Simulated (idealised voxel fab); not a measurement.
process module | voxel capacitor over wiring
cross-section cut | 150 nm wide | cells 5 nm
A cross-section is a grid of square cells, given in bands from the top down. A band is one or more rows of cells.
Each band's line starts with the height of the band's top and of its bottom, in nm. Then come its materials from left to right, each with its width in nm. One material with "throughout" fills the band from edge to edge. "air" is empty space.
Height 0 is the level under which the wafer as received is all one material. The lowest band goes on downwards, as in "0 down".
A width such as "30 to 40" changes by the same amount from each row of cells to the next, from the band's top row to its bottom row.
"no change" after a step means that no cell of the cross-section changed.
closed voids: empty space of 8 cells or more with no open way to the top, each as width x height at its distance from the left edge, in nm
after a step's settings: what the simulator itself notes on the step
overlay nm, on a step with a mask: how far to the right of its planned place the mask lay; to the left if negative
plan
1 op RECEIVE | material Si
2 op CONFORMAL_DEP | material SiO2 | thk nm 15
3 op CONFORMAL_DEP | material SiCN | thk nm 5
4 op DIRECTIONAL_DEP | material SiO2 | thk nm 25
5 op PATTERN | tone open | mask id METAL_1 | material resist | width nm 20 | pitch nm 90 | thk nm 15 | overlay nm 0
6 op DIRECTIONAL_ETCH | etch materials SiO2 | depth nm 25
7 op DIRECTIONAL_ETCH | etch materials SiCN | depth nm 5
8 op STRIP | etch materials resist
9 op CONFORMAL_DEP | material TiN | thk nm 5
10 op FILL_DEP | material W | thk nm 10
11 op CMP | height nm 45
12 op CONFORMAL_DEP | material SiCN | thk nm 5
13 op DIRECTIONAL_DEP | material lowk | thk nm 10
14 op MASKED_ETCH | tone open | mask id PLUG_1 | width nm 15 | etch materials lowk | depth nm 10 | overlay nm 0
15 op MASKED_ETCH | tone open | mask id PLUG_1 | width nm 15 | etch materials SiCN | depth nm 5 | overlay nm 0
16 op EPI | material Ru | thk nm 10
17 op EPI | material Ru | thk nm 5
18 op DIRECTIONAL_DEP | material TiN | thk nm 10
19 op DIRECTIONAL_DEP | material HfO2 | thk nm 5
20 op DIRECTIONAL_DEP | material TiN | thk nm 10
21 op MASKED_ETCH | tone cover | mask id UPPER_PLATE | width nm 75 | etch materials TiN | depth nm 10 | overlay nm 0
22 op MASKED_ETCH | tone cover | mask id UPPER_PLATE | width nm 75 | etch materials HfO2 | depth nm 5 | overlay nm 0
23 op DIRECTIONAL_DEP | material aC | thk nm 15
24 op PATTERN | tone cover | mask id LOWER_PLATE | material resist | width nm 85 | thk nm 35 | overlay nm 0
25 op DIRECTIONAL_ETCH | etch materials aC | depth nm 15
26 op STRIP | etch materials resist
27 op DIRECTIONAL_ETCH | etch materials TiN | depth nm 10
28 op STRIP | etch materials aC
29 op FILL_DEP | material SiO2 | thk nm 20
30 op CMP | height nm 100
31 op MASKED_ETCH | tone open | mask id PLUG_2 | width nm 15 | etch materials SiO2 | depth nm 15 | overlay nm 0
32 op CONFORMAL_DEP | material TiN | thk nm 5
33 op FILL_DEP | material Cu | thk nm 5
34 op CMP | height nm 100
35 op CONFORMAL_DEP | material SiCN | thk nm 5
as received, after step 1
  0 down: Si throughout
  closed voids: none
a wafer at the end: this start, this plan, one mistake
  105 to 100: SiCN throughout
  100 to 90: SiO2 35 | TiN 5 | Cu 5 | TiN 5 | SiO2 100
  90 to 85: SiO2 35 | TiN 15 | SiO2 100
  85 to 80: SiO2 throughout
  80 to 70: SiO2 25 | TiN 75 | SiO2 50
  70 to 60: SiO2 20 | TiN 85 | SiO2 45
  60 to 50: lowk 25 | Ru 15 | lowk 110
  50 to 45: SiCN 25 | Ru 15 | SiCN 110
  45 to 20: SiO2 20 | TiN 5 | W 10 | TiN 5 | SiO2 70 | TiN 5 | W 10 | TiN 5 | SiO2 20
  20 to 15: SiCN 20 | TiN 20 | SiCN 70 | TiN 20 | SiCN 20
  15 to 0: SiO2 throughout
  0 down: Si throughout
  closed voids: none
what went wrong: step 19 was left out
